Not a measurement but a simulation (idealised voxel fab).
process module | voxel released beams
cross-section cut | 195 nm wide | cells 5 nm
A cross-section is a grid of square cells, given in bands from the top down. A band is one or more rows of cells.
Each band's line starts with the height of the band's top and of its bottom, in nm. Then come its materials from left to right, each with its width in nm. One material with "throughout" fills the band from edge to edge. "air" is empty space.
Height 0 is the level under which the wafer as received is all one material. The lowest band goes on downwards, as in "0 down".
A width such as "30 to 40" changes by the same amount from each row of cells to the next, from the band's top row to its bottom row.
"no change" after a step means that no cell of the cross-section changed.
closed voids: empty space of 8 cells or more with no open way to the top, each as width x height at its distance from the left edge, in nm
after a step's settings: what the simulator itself notes on the step
overlay nm, on a step with a mask: how far to the right of its planned place the mask lay; to the left if negative
plan
1 op RECEIVE | material Si
2 op CONFORMAL_DEP | material SiN | thk nm 10
3 op DIRECTIONAL_DEP | material SiO2 | thk nm 20
4 op MASKED_ETCH | tone open | mask id ANCHOR | width nm 45 | etch materials SiO2 | depth nm 20 | overlay nm 0
5 op CONFORMAL_DEP | material TiN | thk nm 15
6 op PATTERN | tone cover | mask id BEAM | material resist | width nm 125 | thk nm 15 | overlay nm 0
7 op DIRECTIONAL_ETCH | etch materials TiN | depth nm 15
8 op STRIP | etch materials resist
9 op STRIP | etch materials SiO2
first wafer, as planned
as received, after step 1
  0 down: Si throughout
  closed voids: none
after step 2
  10 to 0: SiN throughout
  below 0: unchanged
after step 3
  30 to 10: SiO2 throughout
  below 10: unchanged
after step 4
  30 to 10: SiO2 35 | air 45 | SiO2 115
  below 10: unchanged
after step 5
  45 to 30: TiN 50 | air 15 | TiN 130
  30 to 25: SiO2 35 | TiN 15 | air 15 | TiN 15 | SiO2 115
  25 to 10: SiO2 35 | TiN 45 | SiO2 115
  below 10: unchanged
after step 6
  60 to 45: air 30 | resist 125 | air 40
  45 to 30: TiN 50 | resist 15 | TiN 130
  30 to 25: SiO2 35 | TiN 15 | resist 15 | TiN 15 | SiO2 115
  below 25: unchanged
after step 7
  60 to 45: air 30 | resist 125 | air 40
  45 to 30: air 30 | TiN 20 | resist 15 | TiN 90 | air 40
  below 30: unchanged
after step 8
  45 to 30: air 30 | TiN 20 | air 15 | TiN 90 | air 40
  30 to 25: SiO2 35 | TiN 15 | air 15 | TiN 15 | SiO2 115
  below 25: unchanged
after step 9
  45 to 30: air 30 | TiN 20 | air 15 | TiN 90 | air 40
  30 to 25: air 35 | TiN 15 | air 15 | TiN 15 | air 115
  25 to 10: air 35 | TiN 45 | air 115
  below 10: unchanged
second wafer: like start, like plan, one mistake. Through step 4 it matches the first wafer
when step 5 should have ended
  60 to 30: TiN throughout
  30 to 10: SiO2 35 | TiN 45 | SiO2 115
  below 10: unchanged
when step 6 should have ended
  75 to 60: air 30 | resist 125 | air 40
  below 60: unchanged
when step 7 should have ended
  75 to 60: air 30 | resist 125 | air 40
  60 to 45: air 30 | TiN 125 | air 40
  below 45: unchanged
when step 8 should have ended
  60 to 45: air 30 | TiN 125 | air 40
  below 45: unchanged
when step 9 should have ended: no change
what went wrong: step 5 was run twice
at the end the second wafer has, in cells: 120 more of SiO2 | 129 more of TiN
